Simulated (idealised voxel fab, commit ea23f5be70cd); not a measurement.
This section sets out a process module, namely voxel transistor to metal.
Cross-sectional view cut (width: 170 nm; square cell size: 5 nm).
In this document a cross-section is written as a grid of square cells. It is given as a series of bands, listed from the top down, and a band is one or more rows of cells.
Band: top and bottom heights (nm) first, top before bottom; then materials from left to right, widths in nm. "edge to edge" marks a sole material filling the band edge to edge. "air" denotes empty space.
Heights are expressed relative to 0, this being the level below which the as-received wafer comprises one material exclusively. The lowest band is unbounded in the downward direction and is denoted as in "0 down".
When a width is written as two numbers, as in "30 to 40", the first number is the width in the top row of cells of the band and the second is the width in its bottom row, and the width changes by the same amount from each row to the next.
What does "left unchanged" mean for a step? It means no cell of the cross-section changed in that step.
Empty spaces without an open route to the top, at least 8 cells in extent, make up the entry "Closed voids list"; each is given as width x height at distance, where the distance is measured from the left edge, and all are in nm.
What comes after the settings on a step's line is commentary from the simulator itself on that step.
If you see "overlay nm" on a step's line and that step has a mask, it's telling you how far right of where it was planned the mask ended up; a negative number means it went left instead.
**Process steps - plan**
1 RECEIVE: material Si
2 OXIDIZE: depth nm 5
3 CONFORMAL_DEP: material SiN, thk nm 15
4 PATTERN: tone cover, mask id ACTIVE, material resist, width nm 100, thk nm 15, overlay nm 0
5 DIRECTIONAL_ETCH: etch materials SiN, depth nm 15
6 DIRECTIONAL_ETCH: etch materials SiO2, depth nm 5
7 DIRECTIONAL_ETCH: etch materials Si, depth nm 25
8 STRIP: etch materials resist
9 OXIDIZE: depth nm 5
10 FILL_DEP: material SiO2, thk nm 5
11 CMP: height nm 15
12 SELECTIVE_ETCH: etch materials SiO2, depth nm 5
13 STRIP: etch materials SiN
14 SELECTIVE_ETCH: etch materials SiO2, depth nm 5
15 OXIDIZE: depth nm 5
16 DIRECTIONAL_DEP: material polySi, thk nm 30
17 DIRECTIONAL_DEP: material SiCN, thk nm 10
18 PATTERN: tone cover, mask id GATE, material resist, width nm 20, thk nm 15, overlay nm 0
19 DIRECTIONAL_ETCH: etch materials SiCN, depth nm 20
20 DIRECTIONAL_ETCH: etch materials polySi, depth nm 40
21 STRIP: etch materials resist
22 CONFORMAL_DEP: material SiO2, thk nm 5
23 DIRECTIONAL_ETCH: etch materials SiO2, depth nm 5
24 CONFORMAL_DEP: material SiN, thk nm 5
25 DIRECTIONAL_ETCH: etch materials SiN, depth nm 5
26 DIRECTIONAL_ETCH: etch materials SiO2, depth nm 5
27 DIRECTIONAL_ETCH: etch materials Si, depth nm 5
28 EPI: material pSi, thk nm 5
29 FILL_DEP: material SiO2, thk nm 10
30 CMP: height nm 35
31 DIRECTIONAL_DEP: material SiO2, thk nm 15
32 MASKED_ETCH: tone open, mask id CONTACT, width nm 30, pitch nm 60, etch materials SiO2, depth nm 60, overlay nm 0
33 CONFORMAL_DEP: material TiN, thk nm 5
34 FILL_DEP: material W, thk nm 5
35 CMP: height nm 50
36 CONFORMAL_DEP: material SiN, thk nm 5
37 DIRECTIONAL_DEP: material SiO2, thk nm 15
38 DIRECTIONAL_DEP: material aC, thk nm 15
39 PATTERN: tone open, mask id METAL_1, material resist, width nm 20, pitch nm 70, thk nm 30, overlay nm 0
40 DIRECTIONAL_ETCH: etch materials aC, depth nm 15
41 STRIP: etch materials resist
42 DIRECTIONAL_ETCH: etch materials SiO2, depth nm 15
43 DIRECTIONAL_ETCH: etch materials SiN, depth nm 5
44 STRIP: etch materials aC
45 CONFORMAL_DEP: material TiN, thk nm 5
46 FILL_DEP: material Cu, thk nm 5
47 CMP: height nm 70
48 CONFORMAL_DEP: material SiN, thk nm 5
**First of two wafers, processed according to plan**
**Cross-section of the wafer upon arrival, representing the state reached after step 1**
  0 down | Si edge to edge
  Closed voids list: none
**How the wafer stands in section after step 2**
  0 to -5 | SiO2 edge to edge
  Heights below -5 show no change.
**How the wafer stands in section after step 3**
  15 to 0 | SiN edge to edge
  Heights below 0 show no change.
**How the wafer stands in section after step 4**
  30 to 15 | air: 35, then resist: 100, then air: 35
  Heights below 15 show no change.
**How the wafer stands in section after step 5**
  30 to 15 | air: 35, then resist: 100, then air: 35
  15 to 0 | air: 35, then SiN: 100, then air: 35
  Heights below 0 show no change.
**How the wafer stands in section after step 6**
  30 to 15 | air: 35, then resist: 100, then air: 35
  15 to 0 | air: 35, then SiN: 100, then air: 35
  0 to -5 | air: 35, then SiO2: 100, then air: 35
  Heights below -5 show no change.
**How the wafer stands in section after step 7**
  30 to 15 | air: 35, then resist: 100, then air: 35
  15 to 0 | air: 35, then SiN: 100, then air: 35
  0 to -5 | air: 35, then SiO2: 100, then air: 35
  -5 to -30 | air: 35, then Si: 100, then air: 35
  Heights below -30 show no change.
**How the wafer stands in section after step 8**
  15 to 0 | air: 35, then SiN: 100, then air: 35
  Heights below 0 show no change.
**How the wafer stands in section after step 9**
  15 to 0 | air: 35, then SiN: 100, then air: 35
  0 to -5 | air: 35, then SiO2: 100, then air: 35
  -5 to -30 | air: 35, then SiO2: 5, then Si: 90, then SiO2: 5, then air: 35
  -30 to -35 | SiO2: 40, then Si: 90, then SiO2: 40
  Heights below -35 show no change.
**How the wafer stands in section after step 10**
  20 to 15 | SiO2 edge to edge
  15 to 0 | SiO2: 35, then SiN: 100, then SiO2: 35
  0 to -5 | SiO2 edge to edge
  -5 to -35 | SiO2: 40, then Si: 90, then SiO2: 40
  Heights below -35 show no change.
**How the wafer stands in section after step 11**
  15 to 0 | SiO2: 35, then SiN: 100, then SiO2: 35
  Heights below 0 show no change.
**How the wafer stands in section after step 12**
  15 to 10 | air: 35, then SiN: 100, then air: 35
  Heights below 10 show no change.
**How the wafer stands in section after step 13**
  10 to 0 | SiO2: 35, then air: 100, then SiO2: 35
  Heights below 0 show no change.
**How the wafer stands in section after step 14**
  5 to -5 | SiO2: 30, then air: 110, then SiO2: 30
  Heights below -5 show no change.
**How the wafer stands in section after step 15**
  5 to -5 | SiO2: 30, then air: 110, then SiO2: 30
  -5 to -10 | SiO2 edge to edge
  Heights below -10 show no change.
**How the wafer stands in section after step 16**
  35 to 25 | polySi: 30, then air: 110, then polySi: 30
  25 to 5 | polySi edge to edge
  5 to -5 | SiO2: 30, then polySi: 110, then SiO2: 30
  Heights below -5 show no change.
**How the wafer stands in section after step 17**
  45 to 35 | SiCN: 30, then air: 110, then SiCN: 30
  35 to 25 | polySi: 30, then SiCN: 110, then polySi: 30
  Heights below 25 show no change.
**How the wafer stands in section after step 18**
  60 to 45 | air: 75, then resist: 20, then air: 75
  45 to 35 | SiCN: 30, then air: 45, then resist: 20, then air: 45, then SiCN: 30
  Heights below 35 show no change.
**How the wafer stands in section after step 19**
  60 to 35 | air: 75, then resist: 20, then air: 75
  35 to 25 | polySi: 30, then air: 45, then SiCN: 20, then air: 45, then polySi: 30
  Heights below 25 show no change.
**How the wafer stands in section after step 20**
  60 to 35 | air: 75, then resist: 20, then air: 75
  35 to 25 | air: 75, then SiCN: 20, then air: 75
  25 to 5 | air: 75, then polySi: 20, then air: 75
  5 to -5 | SiO2: 30, then air: 45, then polySi: 20, then air: 45, then SiO2: 30
  Heights below -5 show no change.
**How the wafer stands in section after step 21**
  35 to 25 | air: 75, then SiCN: 20, then air: 75
  Heights below 25 show no change.
**How the wafer stands in section after step 22**
  40 to 35 | air: 70, then SiO2: 30, then air: 70
  35 to 25 | air: 70, then SiO2: 5, then SiCN: 20, then SiO2: 5, then air: 70
  25 to 10 | air: 70, then SiO2: 5, then polySi: 20, then SiO2: 5, then air: 70
  10 to 0 | SiO2: 35, then air: 35, then SiO2: 5, then polySi: 20, then SiO2: 5, then air: 35, then SiO2: 35
  0 to -5 | SiO2: 75, then polySi: 20, then SiO2: 75
  Heights below -5 show no change.
**How the wafer stands in section after step 23**
  35 to 25 | air: 70, then SiO2: 5, then SiCN: 20, then SiO2: 5, then air: 70
  25 to 5 | air: 70, then SiO2: 5, then polySi: 20, then SiO2: 5, then air: 70
  5 to -5 | SiO2: 35, then air: 35, then SiO2: 5, then polySi: 20, then SiO2: 5, then air: 35, then SiO2: 35
  Heights below -5 show no change.
**How the wafer stands in section after step 24**
  40 to 35 | air: 65, then SiN: 40, then air: 65
  35 to 25 | air: 65, then SiN: 5, then SiO2: 5, then SiCN: 20, then SiO2: 5, then SiN: 5, then air: 65
  25 to 10 | air: 65, then SiN: 5, then SiO2: 5, then polySi: 20, then SiO2: 5, then SiN: 5, then air: 65
  10 to 5 | SiN: 40, then air: 25, then SiN: 5, then SiO2: 5, then polySi: 20, then SiO2: 5, then SiN: 5, then air: 25, then SiN: 40
  5 to 0 | SiO2: 35, then SiN: 5, then air: 25, then SiN: 5, then SiO2: 5, then polySi: 20, then SiO2: 5, then SiN: 5, then air: 25, then SiN: 5, then SiO2: 35
  0 to -5 | SiO2: 35, then SiN: 35, then SiO2: 5, then polySi: 20, then SiO2: 5, then SiN: 35, then SiO2: 35
  Heights below -5 show no change.
**How the wafer stands in section after step 25**
  35 to 25 | air: 65, then SiN: 5, then SiO2: 5, then SiCN: 20, then SiO2: 5, then SiN: 5, then air: 65
  25 to 5 | air: 65, then SiN: 5, then SiO2: 5, then polySi: 20, then SiO2: 5, then SiN: 5, then air: 65
  5 to -5 | SiO2: 35, then SiN: 5, then air: 25, then SiN: 5, then SiO2: 5, then polySi: 20, then SiO2: 5, then SiN: 5, then air: 25, then SiN: 5, then SiO2: 35
  Heights below -5 show no change.
**How the wafer stands in section after step 26**
  35 to 30 | air: 65, then SiN: 5, then air: 5, then SiCN: 20, then air: 5, then SiN: 5, then air: 65
  30 to 25 | air: 65, then SiN: 5, then SiO2: 5, then SiCN: 20, then SiO2: 5, then SiN: 5, then air: 65
  25 to 5 | air: 65, then SiN: 5, then SiO2: 5, then polySi: 20, then SiO2: 5, then SiN: 5, then air: 65
  5 to 0 | air: 35, then SiN: 5, then air: 25, then SiN: 5, then SiO2: 5, then polySi: 20, then SiO2: 5, then SiN: 5, then air: 25, then SiN: 5, then air: 35
  0 to -5 | SiO2: 35, then SiN: 5, then air: 25, then SiN: 5, then SiO2: 5, then polySi: 20, then SiO2: 5, then SiN: 5, then air: 25, then SiN: 5, then SiO2: 35
  -5 to -10 | SiO2: 40, then air: 25, then SiO2: 40, then air: 25, then SiO2: 40
  Heights below -10 show no change.
**How the wafer stands in section after step 27**
  35 to 30 | air: 65, then SiN: 5, then air: 5, then SiCN: 20, then air: 5, then SiN: 5, then air: 65
  30 to 25 | air: 65, then SiN: 5, then SiO2: 5, then SiCN: 20, then SiO2: 5, then SiN: 5, then air: 65
  25 to 5 | air: 65, then SiN: 5, then SiO2: 5, then polySi: 20, then SiO2: 5, then SiN: 5, then air: 65
  5 to 0 | air: 35, then SiN: 5, then air: 25, then SiN: 5, then SiO2: 5, then polySi: 20, then SiO2: 5, then SiN: 5, then air: 25, then SiN: 5, then air: 35
  0 to -5 | SiO2: 35, then SiN: 5, then air: 25, then SiN: 5, then SiO2: 5, then polySi: 20, then SiO2: 5, then SiN: 5, then air: 25, then SiN: 5, then SiO2: 35
  -5 to -10 | SiO2: 40, then air: 25, then SiO2: 40, then air: 25, then SiO2: 40
  -10 to -15 | SiO2: 40, then air: 25, then Si: 40, then air: 25, then SiO2: 40
  Heights below -15 show no change.
**How the wafer stands in section after step 28**
  35 to 30 | air: 65, then SiN: 5, then air: 5, then SiCN: 20, then air: 5, then SiN: 5, then air: 65
  30 to 25 | air: 65, then SiN: 5, then SiO2: 5, then SiCN: 20, then SiO2: 5, then SiN: 5, then air: 65
  25 to 5 | air: 65, then SiN: 5, then SiO2: 5, then polySi: 20, then SiO2: 5, then SiN: 5, then air: 65
  5 to 0 | air: 35, then SiN: 5, then air: 25, then SiN: 5, then SiO2: 5, then polySi: 20, then SiO2: 5, then SiN: 5, then air: 25, then SiN: 5, then air: 35
  0 to -5 | SiO2: 35, then SiN: 5, then air: 25, then SiN: 5, then SiO2: 5, then polySi: 20, then SiO2: 5, then SiN: 5, then air: 25, then SiN: 5, then SiO2: 35
  -5 to -10 | SiO2: 40, then air: 20, then pSi: 5, then SiO2: 40, then pSi: 5, then air: 20, then SiO2: 40
  -10 to -15 | SiO2: 40, then pSi: 25, then Si: 40, then pSi: 25, then SiO2: 40
  Heights below -15 show no change.
**How the wafer stands in section after step 29**
  45 to 35 | SiO2 edge to edge
  35 to 25 | SiO2: 65, then SiN: 5, then SiO2: 5, then SiCN: 20, then SiO2: 5, then SiN: 5, then SiO2: 65
  25 to 5 | SiO2: 65, then SiN: 5, then SiO2: 5, then polySi: 20, then SiO2: 5, then SiN: 5, then SiO2: 65
  5 to -5 | SiO2: 35, then SiN: 5, then SiO2: 25, then SiN: 5, then SiO2: 5, then polySi: 20, then SiO2: 5, then SiN: 5, then SiO2: 25, then SiN: 5, then SiO2: 35
  -5 to -10 | SiO2: 60, then pSi: 5, then SiO2: 40, then pSi: 5, then SiO2: 60
  Heights below -10 show no change.
**How the wafer stands in section after step 30**
  35 to 25 | SiO2: 65, then SiN: 5, then SiO2: 5, then SiCN: 20, then SiO2: 5, then SiN: 5, then SiO2: 65
  Heights below 25 show no change.
**How the wafer stands in section after step 31**
  50 to 35 | SiO2 edge to edge
  Heights below 35 show no change.
**How the wafer stands in section after step 32**
  50 to 35 | SiO2: 40, then air: 30, then SiO2: 30, then air: 30, then SiO2: 40
  35 to 25 | SiO2: 40, then air: 25, then SiN: 5, then SiO2: 5, then SiCN: 20, then SiO2: 5, then SiN: 5, then air: 25, then SiO2: 40
  25 to 5 | SiO2: 40, then air: 25, then SiN: 5, then SiO2: 5, then polySi: 20, then SiO2: 5, then SiN: 5, then air: 25, then SiO2: 40
  5 to -5 | SiO2: 35, then SiN: 5, then air: 25, then SiN: 5, then SiO2: 5, then polySi: 20, then SiO2: 5, then SiN: 5, then air: 25, then SiN: 5, then SiO2: 35
  -5 to -10 | SiO2: 40, then air: 20, then pSi: 5, then SiO2: 40, then pSi: 5, then air: 20, then SiO2: 40
  Heights below -10 show no change.
**How the wafer stands in section after step 33**
  55 to 50 | TiN: 45, then air: 20, then TiN: 40, then air: 20, then TiN: 45
  50 to 40 | SiO2: 40, then TiN: 5, then air: 20, then TiN: 5, then SiO2: 30, then TiN: 5, then air: 20, then TiN: 5, then SiO2: 40
  40 to 35 | SiO2: 40, then TiN: 5, then air: 15, then TiN: 10, then SiO2: 30, then TiN: 10, then air: 15, then TiN: 5, then SiO2: 40
  35 to 25 | SiO2: 40, then TiN: 5, then air: 15, then TiN: 5, then SiN: 5, then SiO2: 5, then SiCN: 20, then SiO2: 5, then SiN: 5, then TiN: 5, then air: 15, then TiN: 5, then SiO2: 40
  25 to 5 | SiO2: 40, then TiN: 5, then air: 15, then TiN: 5, then SiN: 5, then SiO2: 5, then polySi: 20, then SiO2: 5, then SiN: 5, then TiN: 5, then air: 15, then TiN: 5, then SiO2: 40
  5 to -5 | SiO2: 35, then SiN: 5, then TiN: 5, then air: 15 to 10, then TiN: 5 to 10, then SiN: 5, then SiO2: 5, then polySi: 20, then SiO2: 5, then SiN: 5, then TiN: 5 to 10, then air: 15 to 10, then TiN: 5, then SiN: 5, then SiO2: 35
  -5 to -10 | SiO2: 40, then TiN: 20, then pSi: 5, then SiO2: 40, then pSi: 5, then TiN: 20, then SiO2: 40
  Heights below -10 show no change.
**How the wafer stands in section after step 34**
  60 to 55 | W edge to edge
  55 to 50 | TiN: 45, then W: 20, then TiN: 40, then W: 20, then TiN: 45
  50 to 40 | SiO2: 40, then TiN: 5, then W: 20, then TiN: 5, then SiO2: 30, then TiN: 5, then W: 20, then TiN: 5, then SiO2: 40
  40 to 35 | SiO2: 40, then TiN: 5, then W: 15, then TiN: 10, then SiO2: 30, then TiN: 10, then W: 15, then TiN: 5, then SiO2: 40
  35 to 25 | SiO2: 40, then TiN: 5, then W: 15, then TiN: 5, then SiN: 5, then SiO2: 5, then SiCN: 20, then SiO2: 5, then SiN: 5, then TiN: 5, then W: 15, then TiN: 5, then SiO2: 40
  25 to 5 | SiO2: 40, then TiN: 5, then W: 15, then TiN: 5, then SiN: 5, then SiO2: 5, then polySi: 20, then SiO2: 5, then SiN: 5, then TiN: 5, then W: 15, then TiN: 5, then SiO2: 40
  5 to -5 | SiO2: 35, then SiN: 5, then TiN: 5, then W: 15 to 10, then TiN: 5 to 10, then SiN: 5, then SiO2: 5, then polySi: 20, then SiO2: 5, then SiN: 5, then TiN: 5 to 10, then W: 15 to 10, then TiN: 5, then SiN: 5, then SiO2: 35
  Heights below -5 show no change.
**How the wafer stands in section after step 35**
  50 to 40 | SiO2: 40, then TiN: 5, then W: 20, then TiN: 5, then SiO2: 30, then TiN: 5, then W: 20, then TiN: 5, then SiO2: 40
  Heights below 40 show no change.
**How the wafer stands in section after step 36**
  55 to 50 | SiN edge to edge
  Heights below 50 show no change.
**How the wafer stands in section after step 37**
  70 to 55 | SiO2 edge to edge
  Heights below 55 show no change.
**How the wafer stands in section after step 38**
  85 to 70 | aC edge to edge
  Heights below 70 show no change.
**How the wafer stands in section after step 39**
  115 to 85 | resist: 40, then air: 20, then resist: 50, then air: 20, then resist: 40
  Heights below 85 show no change.
**How the wafer stands in section after step 40**
  100 to 85 | resist: 40, then air: 20, then resist: 50, then air: 20, then resist: 40
  85 to 70 | aC: 40, then air: 20, then aC: 50, then air: 20, then aC: 40
  Heights below 70 show no change.
**How the wafer stands in section after step 41**
  85 to 70 | aC: 40, then air: 20, then aC: 50, then air: 20, then aC: 40
  Heights below 70 show no change.
**How the wafer stands in section after step 42**
  85 to 70 | aC: 40, then air: 20, then aC: 50, then air: 20, then aC: 40
  70 to 55 | SiO2: 40, then air: 20, then SiO2: 50, then air: 20, then SiO2: 40
  Heights below 55 show no change.
**How the wafer stands in section after step 43**
  85 to 70 | aC: 40, then air: 20, then aC: 50, then air: 20, then aC: 40
  70 to 55 | SiO2: 40, then air: 20, then SiO2: 50, then air: 20, then SiO2: 40
  55 to 50 | SiN: 40, then air: 20, then SiN: 50, then air: 20, then SiN: 40
  Heights below 50 show no change.
**How the wafer stands in section after step 44**
  70 to 55 | SiO2: 40, then air: 20, then SiO2: 50, then air: 20, then SiO2: 40
  Heights below 55 show no change.
**How the wafer stands in section after step 45**
  75 to 70 | TiN: 45, then air: 10, then TiN: 60, then air: 10, then TiN: 45
  70 to 55 | SiO2: 40, then TiN: 5, then air: 10, then TiN: 5, then SiO2: 50, then TiN: 5, then air: 10, then TiN: 5, then SiO2: 40
  55 to 50 | SiN: 40, then TiN: 20, then SiN: 50, then TiN: 20, then SiN: 40
  Heights below 50 show no change.
**How the wafer stands in section after step 46**
  80 to 75 | Cu edge to edge
  75 to 70 | TiN: 45, then Cu: 10, then TiN: 60, then Cu: 10, then TiN: 45
  70 to 55 | SiO2: 40, then TiN: 5, then Cu: 10, then TiN: 5, then SiO2: 50, then TiN: 5, then Cu: 10, then TiN: 5, then SiO2: 40
  Heights below 55 show no change.
**How the wafer stands in section after step 47**
  70 to 55 | SiO2: 40, then TiN: 5, then Cu: 10, then TiN: 5, then SiO2: 50, then TiN: 5, then Cu: 10, then TiN: 5, then SiO2: 40
  Heights below 55 show no change.
**How the wafer stands in section after step 48**
  75 to 70 | SiN edge to edge
  Heights below 70 show no change.
**The remaining wafer, second of the two, started like the first and was run to the same plan, except that one mistake was made along the way; the two coincide through step 47, inclusive**
**Look at the second wafer in cross-section at the time step 48 ought to have finished**
  75 to 70 | polySi edge to edge
  Heights below 70 show no change.
In executing the process, a mistake was made relative to the plan: step 48: run off-plan, actual operation and settings CONFORMAL_DEP: material polySi, thk nm 5
The final cell counts differ between the wafers, with the second having more or fewer of some materials than the first: 34 fewer of SiN, 34 more of polySi
